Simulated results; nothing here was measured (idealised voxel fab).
This is a process module. Its name is voxel self aligned contacts.
FYI the section here is cut, 225 nm wide, cells are 5 nm squares.
How to read a cross-section here: the picture is a grid of square cells, written as bands going from the top down, and any band can span one or more rows of cells.
Each band's line starts with the height of the band's top and of its bottom, in nm. Then come its materials from left to right, each with its width in nm. One material with "all across" fills the band from edge to edge. "air" is empty space.
Height reference: 0 = level under which incoming wafer is all one material. Lowest band: no bottom, runs on downward, e.g. "z 0 and below".
Read "30..40" as a graded width: first number on top, second number at the bottom, same change between each pair of neighbouring rows.
Given "same as before" for a step, no cell of the cross-section differs between before and after that step.
Sealed internal cavities: empty space of 8 cells or more with no open way to the top, each as width x height at its distance from the left edge, in nm
Formally, on a step line, whatever follows the settings is a remark that the simulator itself makes on the step.
overlay nm: where the mask lay relative to plan, measured to the right, on steps with a mask; negatives go left.
[Planned step list for the process]
1: RECEIVE: material Si
2: OXIDIZE: depth nm 5
3: DIRECTIONAL_DEP: material polySi, thk nm 20
4: DIRECTIONAL_DEP: material SiN, thk nm 20
5: DIRECTIONAL_DEP: material aC, thk nm 10
6: PATTERN: tone cover, mask id GATE, material resist, width nm 25, pitch nm 50, thk nm 30, overlay nm 0
7: DIRECTIONAL_ETCH: etch materials aC, depth nm 10
8: STRIP: etch materials resist
9: DIRECTIONAL_ETCH: etch materials SiN, depth nm 20
10: DIRECTIONAL_ETCH: etch materials polySi, depth nm 20
11: STRIP: etch materials aC
12: CONFORMAL_DEP: material SiN, thk nm 5
13: DIRECTIONAL_ETCH: etch materials SiN, depth nm 5
14: FILL_DEP: material SiO2, thk nm 15
15: CMP: height nm 50
16: PATTERN: tone open, mask id CONTACT, material resist, width nm 35, pitch nm 50, thk nm 20, overlay nm 0
17: DIRECTIONAL_ETCH: etch materials SiO2, depth nm 55
18: STRIP: etch materials resist
19: CONFORMAL_DEP: material TiN, thk nm 5
20: FILL_DEP: material Ru, thk nm 5
21: CMP: height nm 50
22: CONFORMAL_DEP: material SiCN, thk nm 5
[What follows covers the first of two wafers; it ran as planned]
[This is the cross-section of the wafer as we received it, i.e. after step 1]
  z 0 and below | Si all across
  Sealed internal cavities: none
[Upon completion of step 2, the wafer appears in cross-section as shown]
  z 0 to -5 | SiO2 all across
  Below -5 it's all the same as before, nothing changed down there.
[Upon completion of step 3, the wafer appears in cross-section as shown]
  z 20 to 0 | polySi all across
  Below 0 it's all the same as before, nothing changed down there.
[Upon completion of step 4, the wafer appears in cross-section as shown]
  z 40 to 20 | SiN all across
  Below 20 it's all the same as before, nothing changed down there.
[Upon completion of step 5, the wafer appears in cross-section as shown]
  z 50 to 40 | aC all across
  Below 40 it's all the same as before, nothing changed down there.
[Upon completion of step 6, the wafer appears in cross-section as shown]
  z 80 to 50 | air 50 nm / resist 25 nm / air 25 nm / resist 25 nm / air 25 nm / resist 25 nm / air 50 nm
  Below 50 it's all the same as before, nothing changed down there.
[Upon completion of step 7, the wafer appears in cross-section as shown]
  z 70 to 50 | air 50 nm / resist 25 nm / air 25 nm / resist 25 nm / air 25 nm / resist 25 nm / air 50 nm
  z 50 to 40 | air 50 nm / aC 25 nm / air 25 nm / aC 25 nm / air 25 nm / aC 25 nm / air 50 nm
  Below 40 it's all the same as before, nothing changed down there.
[Upon completion of step 8, the wafer appears in cross-section as shown]
  z 50 to 40 | air 50 nm / aC 25 nm / air 25 nm / aC 25 nm / air 25 nm / aC 25 nm / air 50 nm
  Below 40 it's all the same as before, nothing changed down there.
[Upon completion of step 9, the wafer appears in cross-section as shown]
  z 50 to 40 | air 50 nm / aC 25 nm / air 25 nm / aC 25 nm / air 25 nm / aC 25 nm / air 50 nm
  z 40 to 20 | air 50 nm / SiN 25 nm / air 25 nm / SiN 25 nm / air 25 nm / SiN 25 nm / air 50 nm
  Below 20 it's all the same as before, nothing changed down there.
[Upon completion of step 10, the wafer appears in cross-section as shown]
  z 50 to 40 | air 50 nm / aC 25 nm / air 25 nm / aC 25 nm / air 25 nm / aC 25 nm / air 50 nm
  z 40 to 20 | air 50 nm / SiN 25 nm / air 25 nm / SiN 25 nm / air 25 nm / SiN 25 nm / air 50 nm
  z 20 to 0 | air 50 nm / polySi 25 nm / air 25 nm / polySi 25 nm / air 25 nm / polySi 25 nm / air 50 nm
  Below 0 it's all the same as before, nothing changed down there.
[Upon completion of step 11, the wafer appears in cross-section as shown]
  z 40 to 20 | air 50 nm / SiN 25 nm / air 25 nm / SiN 25 nm / air 25 nm / SiN 25 nm / air 50 nm
  Below 20 it's all the same as before, nothing changed down there.
[Upon completion of step 12, the wafer appears in cross-section as shown]
  z 45 to 20 | air 45 nm / SiN 35 nm / air 15 nm / SiN 35 nm / air 15 nm / SiN 35 nm / air 45 nm
  z 20 to 5 | air 45 nm / SiN 5 nm / polySi 25 nm / SiN 5 nm / air 15 nm / SiN 5 nm / polySi 25 nm / SiN 5 nm / air 15 nm / SiN 5 nm / polySi 25 nm / SiN 5 nm / air 45 nm
  z 5 to 0 | SiN 50 nm / polySi 25 nm / SiN 25 nm / polySi 25 nm / SiN 25 nm / polySi 25 nm / SiN 50 nm
  Below 0 it's all the same as before, nothing changed down there.
[Upon completion of step 13, the wafer appears in cross-section as shown]
  z 40 to 20 | air 45 nm / SiN 35 nm / air 15 nm / SiN 35 nm / air 15 nm / SiN 35 nm / air 45 nm
  z 20 to 0 | air 45 nm / SiN 5 nm / polySi 25 nm / SiN 5 nm / air 15 nm / SiN 5 nm / polySi 25 nm / SiN 5 nm / air 15 nm / SiN 5 nm / polySi 25 nm / SiN 5 nm / air 45 nm
  Below 0 it's all the same as before, nothing changed down there.
[Upon completion of step 14, the wafer appears in cross-section as shown]
  z 55 to 40 | SiO2 all across
  z 40 to 20 | SiO2 45 nm / SiN 35 nm / SiO2 15 nm / SiN 35 nm / SiO2 15 nm / SiN 35 nm / SiO2 45 nm
  z 20 to 0 | SiO2 45 nm / SiN 5 nm / polySi 25 nm / SiN 5 nm / SiO2 15 nm / SiN 5 nm / polySi 25 nm / SiN 5 nm / SiO2 15 nm / SiN 5 nm / polySi 25 nm / SiN 5 nm / SiO2 45 nm
  Below 0 it's all the same as before, nothing changed down there.
[Upon completion of step 15, the wafer appears in cross-section as shown]
  z 50 to 40 | SiO2 all across
  Below 40 it's all the same as before, nothing changed down there.
[Upon completion of step 16, the wafer appears in cross-section as shown]
  z 70 to 50 | resist 70 nm / air 35 nm / resist 15 nm / air 35 nm / resist 70 nm
  Below 50 it's all the same as before, nothing changed down there.
[Upon completion of step 17, the wafer appears in cross-section as shown]
  z 70 to 50 | resist 70 nm / air 35 nm / resist 15 nm / air 35 nm / resist 70 nm
  z 50 to 40 | SiO2 70 nm / air 35 nm / SiO2 15 nm / air 35 nm / SiO2 70 nm
  z 40 to 20 | SiO2 45 nm / SiN 35 nm / air 15 nm / SiN 35 nm / air 15 nm / SiN 35 nm / SiO2 45 nm
  z 20 to 0 | SiO2 45 nm / SiN 5 nm / polySi 25 nm / SiN 5 nm / air 15 nm / SiN 5 nm / polySi 25 nm / SiN 5 nm / air 15 nm / SiN 5 nm / polySi 25 nm / SiN 5 nm / SiO2 45 nm
  z 0 to -5 | SiO2 80 nm / air 15 nm / SiO2 35 nm / air 15 nm / SiO2 80 nm
  Below -5 it's all the same as before, nothing changed down there.
[Upon completion of step 18, the wafer appears in cross-section as shown]
  z 50 to 40 | SiO2 70 nm / air 35 nm / SiO2 15 nm / air 35 nm / SiO2 70 nm
  Below 40 it's all the same as before, nothing changed down there.
[Upon completion of step 19, the wafer appears in cross-section as shown]
  z 55 to 50 | TiN 75 nm / air 25 nm / TiN 25 nm / air 25 nm / TiN 75 nm
  z 50 to 40 | SiO2 70 nm / TiN 5..15 nm / air 25..5 nm / TiN 5..15 nm / SiO2 15 nm / TiN 5..15 nm / air 25..5 nm / TiN 5..15 nm / SiO2 70 nm
  z 40 to 20 | SiO2 45 nm / SiN 35 nm / TiN 5 nm / air 5 nm / TiN 5 nm / SiN 35 nm / TiN 5 nm / air 5 nm / TiN 5 nm / SiN 35 nm / SiO2 45 nm
  z 20 to 0 | SiO2 45 nm / SiN 5 nm / polySi 25 nm / SiN 5 nm / TiN 5 nm / air 5 nm / TiN 5 nm / SiN 5 nm / polySi 25 nm / SiN 5 nm / TiN 5 nm / air 5 nm / TiN 5 nm / SiN 5 nm / polySi 25 nm / SiN 5 nm / SiO2 45 nm
  z 0 to -5 | SiO2 80 nm / TiN 15 nm / SiO2 35 nm / TiN 15 nm / SiO2 80 nm
  Below -5 it's all the same as before, nothing changed down there.
[Upon completion of step 20, the wafer appears in cross-section as shown]
  z 60 to 55 | Ru all across
  z 55 to 50 | TiN 75 nm / Ru 25 nm / TiN 25 nm / Ru 25 nm / TiN 75 nm
  z 50 to 40 | SiO2 70 nm / TiN 5..15 nm / Ru 25..5 nm / TiN 5..15 nm / SiO2 15 nm / TiN 5..15 nm / Ru 25..5 nm / TiN 5..15 nm / SiO2 70 nm
  z 40 to 20 | SiO2 45 nm / SiN 35 nm / TiN 5 nm / Ru 5 nm / TiN 5 nm / SiN 35 nm / TiN 5 nm / Ru 5 nm / TiN 5 nm / SiN 35 nm / SiO2 45 nm
  z 20 to 0 | SiO2 45 nm / SiN 5 nm / polySi 25 nm / SiN 5 nm / TiN 5 nm / Ru 5 nm / TiN 5 nm / SiN 5 nm / polySi 25 nm / SiN 5 nm / TiN 5 nm / Ru 5 nm / TiN 5 nm / SiN 5 nm / polySi 25 nm / SiN 5 nm / SiO2 45 nm
  Below 0 it's all the same as before, nothing changed down there.
[Upon completion of step 21, the wafer appears in cross-section as shown]
  z 50 to 40 | SiO2 70 nm / TiN 5..15 nm / Ru 25..5 nm / TiN 5..15 nm / SiO2 15 nm / TiN 5..15 nm / Ru 25..5 nm / TiN 5..15 nm / SiO2 70 nm
  Below 40 it's all the same as before, nothing changed down there.
[Upon completion of step 22, the wafer appears in cross-section as shown]
  z 55 to 50 | SiCN all across
  Below 50 it's all the same as before, nothing changed down there.
[The second wafer began exactly as the first did and followed the same plan, but one mistake was made while running it; through step 16 inclusive, the two wafers are identical]
[Cross-section of the second wafer corresponding to the planned conclusion of step 17]
  z 70 to 50 | resist 70 nm / air 35 nm / resist 15 nm / air 35 nm / resist 70 nm
  z 50 to 40 | SiO2 70 nm / air 35 nm / SiO2 15 nm / air 35 nm / SiO2 70 nm
  z 40 to 20 | SiO2 45 nm / SiN 35 nm / air 15 nm / SiN 35 nm / air 15 nm / SiN 35 nm / SiO2 45 nm
  z 20 to 5 | SiO2 45 nm / SiN 5 nm / polySi 25 nm / SiN 5 nm / air 15 nm / SiN 5 nm / polySi 25 nm / SiN 5 nm / air 15 nm / SiN 5 nm / polySi 25 nm / SiN 5 nm / SiO2 45 nm
  Below 5 it's all the same as before, nothing changed down there.
[Cross-section of the second wafer corresponding to the planned conclusion of step 18]
  z 50 to 40 | SiO2 70 nm / air 35 nm / SiO2 15 nm / air 35 nm / SiO2 70 nm
  Below 40 it's all the same as before, nothing changed down there.
[Cross-section of the second wafer corresponding to the planned conclusion of step 19]
  z 55 to 50 | TiN 75 nm / air 25 nm / TiN 25 nm / air 25 nm / TiN 75 nm
  z 50 to 40 | SiO2 70 nm / TiN 5..15 nm / air 25..5 nm / TiN 5..15 nm / SiO2 15 nm / TiN 5..15 nm / air 25..5 nm / TiN 5..15 nm / SiO2 70 nm
  z 40 to 20 | SiO2 45 nm / SiN 35 nm / TiN 5 nm / air 5 nm / TiN 5 nm / SiN 35 nm / TiN 5 nm / air 5 nm / TiN 5 nm / SiN 35 nm / SiO2 45 nm
  z 20 to 10 | SiO2 45 nm / SiN 5 nm / polySi 25 nm / SiN 5 nm / TiN 5 nm / air 5 nm / TiN 5 nm / SiN 5 nm / polySi 25 nm / SiN 5 nm / TiN 5 nm / air 5 nm / TiN 5 nm / SiN 5 nm / polySi 25 nm / SiN 5 nm / SiO2 45 nm
  z 10 to 5 | SiO2 45 nm / SiN 5 nm / polySi 25 nm / SiN 5 nm / TiN 15 nm / SiN 5 nm / polySi 25 nm / SiN 5 nm / TiN 15 nm / SiN 5 nm / polySi 25 nm / SiN 5 nm / SiO2 45 nm
  Below 5 it's all the same as before, nothing changed down there.
[Cross-section of the second wafer corresponding to the planned conclusion of step 20]
  z 60 to 55 | Ru all across
  z 55 to 50 | TiN 75 nm / Ru 25 nm / TiN 25 nm / Ru 25 nm / TiN 75 nm
  z 50 to 40 | SiO2 70 nm / TiN 5..15 nm / Ru 25..5 nm / TiN 5..15 nm / SiO2 15 nm / TiN 5..15 nm / Ru 25..5 nm / TiN 5..15 nm / SiO2 70 nm
  z 40 to 20 | SiO2 45 nm / SiN 35 nm / TiN 5 nm / Ru 5 nm / TiN 5 nm / SiN 35 nm / TiN 5 nm / Ru 5 nm / TiN 5 nm / SiN 35 nm / SiO2 45 nm
  z 20 to 10 | SiO2 45 nm / SiN 5 nm / polySi 25 nm / SiN 5 nm / TiN 5 nm / Ru 5 nm / TiN 5 nm / SiN 5 nm / polySi 25 nm / SiN 5 nm / TiN 5 nm / Ru 5 nm / TiN 5 nm / SiN 5 nm / polySi 25 nm / SiN 5 nm / SiO2 45 nm
  Below 10 it's all the same as before, nothing changed down there.
[Cross-section of the second wafer corresponding to the planned conclusion of step 21]
  z 50 to 40 | SiO2 70 nm / TiN 5..15 nm / Ru 25..5 nm / TiN 5..15 nm / SiO2 15 nm / TiN 5..15 nm / Ru 25..5 nm / TiN 5..15 nm / SiO2 70 nm
  Below 40 it's all the same as before, nothing changed down there.
[Cross-section of the second wafer corresponding to the planned conclusion of step 22]
  z 55 to 50 | SiCN all across
  Below 50 it's all the same as before, nothing changed down there.
Short version of what went wrong: step 17 ran differently from the plan; actual operation with settings: DIRECTIONAL_ETCH: etch materials SiO2, depth nm 45
Final cells, second wafer relative to first, materials higher or lower: Ru: 4 fewer; SiO2: 12 more; TiN: 8 fewer
